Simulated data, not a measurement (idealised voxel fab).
Process module heading - voxel capacitor over wiring
Square cell edge 5 nm, section width 155 nm, ID cut.
A cross-section in this document is a grid of square cells, and it is written down as bands, the top band listed before the ones below it; a band is made up of one or more rows of cells. A band entry consists of two parts. The first gives the height of the band's top and the height of its bottom, in nm. The rest lists the band's materials from left to right, each with its width in nm. A single material labelled with the word "all across" fills the band from edge to edge, and the word "air" marks empty space. The level at which height equals 0 is the one under which the wafer, as it arrives, is entirely one material. No lower edge exists for the bottom band, which continues downward and is notated as in "from 0 down". So if you see something like "30..40" for the width, read it as the top row of the band sitting at the first number and the bottom row at the second, with every row in between moving by the same amount as the last. The cross-section has no changed cell in any step marked "remained the same". Basically, "Enclosed void inventory" tells you about the enclosed voids: empty spaces with no open way to the top, 8 cells or bigger, each written width x height at distance, where distance is from the left edge, all in nm. Where a step's line continues beyond its settings, the continuation is a remark by the simulator itself on that step. "overlay nm" on a masked step: distance the mask lay right of its planned place, negative for left.
**The planned process steps are enumerated hereunder**
| 1 | RECEIVE (material Si) |
| 2 | CONFORMAL_DEP (material SiO2; thk nm 15) |
| 3 | CONFORMAL_DEP (material SiCN; thk nm 5) |
| 4 | DIRECTIONAL_DEP (material lowk; thk nm 25) |
| 5 | DIRECTIONAL_DEP (material aC; thk nm 10) |
| 6 | PATTERN (tone open; mask id METAL_1; material resist; width nm 20; pitch nm 85; thk nm 30; overlay nm 0) |
| 7 | DIRECTIONAL_ETCH (etch materials aC; depth nm 10) |
| 8 | STRIP (etch materials resist) |
| 9 | DIRECTIONAL_ETCH (etch materials lowk; depth nm 25) |
| 10 | DIRECTIONAL_ETCH (etch materials SiCN; depth nm 5) |
| 11 | STRIP (etch materials aC) |
| 12 | CONFORMAL_DEP (material TiN; thk nm 5) |
| 13 | FILL_DEP (material Cu; thk nm 5) |
| 14 | CMP (height nm 45) |
| 15 | CONFORMAL_DEP (material SiCN; thk nm 5) |
| 16 | DIRECTIONAL_DEP (material lowk; thk nm 15) |
| 17 | DIRECTIONAL_DEP (material aC; thk nm 10) |
| 18 | PATTERN (tone open; mask id PLUG_1; material resist; width nm 15; thk nm 25; overlay nm 0) |
| 19 | DIRECTIONAL_ETCH (etch materials aC; depth nm 10) |
| 20 | STRIP (etch materials resist) |
| 21 | DIRECTIONAL_ETCH (etch materials lowk; depth nm 15) |
| 22 | DIRECTIONAL_ETCH (etch materials SiCN; depth nm 5) |
| 23 | STRIP (etch materials aC) |
| 24 | EPI (material Ru; thk nm 10) |
| 25 | EPI (material Ru; thk nm 10) |
| 26 | DIRECTIONAL_DEP (material TiN; thk nm 5) |
| 27 | DIRECTIONAL_DEP (material HfO2; thk nm 5) |
| 28 | DIRECTIONAL_DEP (material TiN; thk nm 10) |
| 29 | MASKED_ETCH (tone cover; mask id UPPER_PLATE; width nm 70; etch materials TiN; depth nm 10; overlay nm 0) |
| 30 | MASKED_ETCH (tone cover; mask id UPPER_PLATE; width nm 70; etch materials HfO2; depth nm 5; overlay nm 0) |
| 31 | PATTERN (tone cover; mask id LOWER_PLATE; material resist; width nm 80; thk nm 15; overlay nm 0) |
| 32 | DIRECTIONAL_ETCH (etch materials TiN; depth nm 5) |
| 33 | STRIP (etch materials resist) |
| 34 | FILL_DEP (material SiO2; thk nm 15) |
| 35 | CMP (height nm 95) |
| 36 | DIRECTIONAL_DEP (material aC; thk nm 10) |
| 37 | PATTERN (tone open; mask id PLUG_2; material resist; width nm 15; thk nm 30; overlay nm 0) |
| 38 | DIRECTIONAL_ETCH (etch materials aC; depth nm 10) |
| 39 | STRIP (etch materials resist) |
| 40 | DIRECTIONAL_ETCH (etch materials SiO2; depth nm 10) |
| 41 | STRIP (etch materials aC) |
| 42 | CONFORMAL_DEP (material TiN; thk nm 5) |
| 43 | FILL_DEP (material W; thk nm 10) |
| 44 | CMP (height nm 95) |
| 45 | CONFORMAL_DEP (material SiCN; thk nm 5) |
**Wafer cross-section on receipt, i.e. after step 1**
from 0 down  Si all across
Enclosed void inventory: none
**This is how the wafer looks in cross-section once the module is done, given the starting state and plan above and one mistake in carrying the plan out**
from 100 to 95  SiCN all across
from 95 to 90  40 nm SiO2, then 5 nm TiN, then 5 nm W, then 5 nm TiN, then 100 nm SiO2
from 90 to 85  40 nm SiO2, then 15 nm TiN, then 100 nm SiO2
from 85 to 75  45 nm SiO2, then 55 nm TiN, then 55 nm SiO2
from 75 to 70  30 nm SiO2, then 15 nm TiN, then 55 nm HfO2, then 55 nm SiO2
from 70 to 65  25 nm SiO2, then 80 nm TiN, then 50 nm SiO2
from 65 to 60  30 nm lowk, then 15 nm HfO2, then 110 nm lowk
from 60 to 55  30 nm lowk, then 15 nm TiN, then 110 nm lowk
from 55 to 50  30 nm lowk, then 15 nm Ru, then 110 nm lowk
from 50 to 45  30 nm SiCN, then 15 nm Ru, then 110 nm SiCN
from 45 to 20  25 nm lowk, then 5 nm TiN, then 10 nm Cu, then 5 nm TiN, then 65 nm lowk, then 5 nm TiN, then 10 nm Cu, then 5 nm TiN, then 25 nm lowk
from 20 to 15  25 nm SiCN, then 20 nm TiN, then 65 nm SiCN, then 20 nm TiN, then 25 nm SiCN
from 15 to 0  SiO2 all across
from 0 down  Si all across
Enclosed void inventory: none
Diagnosis: one of the identical steps 24 and 25 was dropped, though which cannot be ascertained
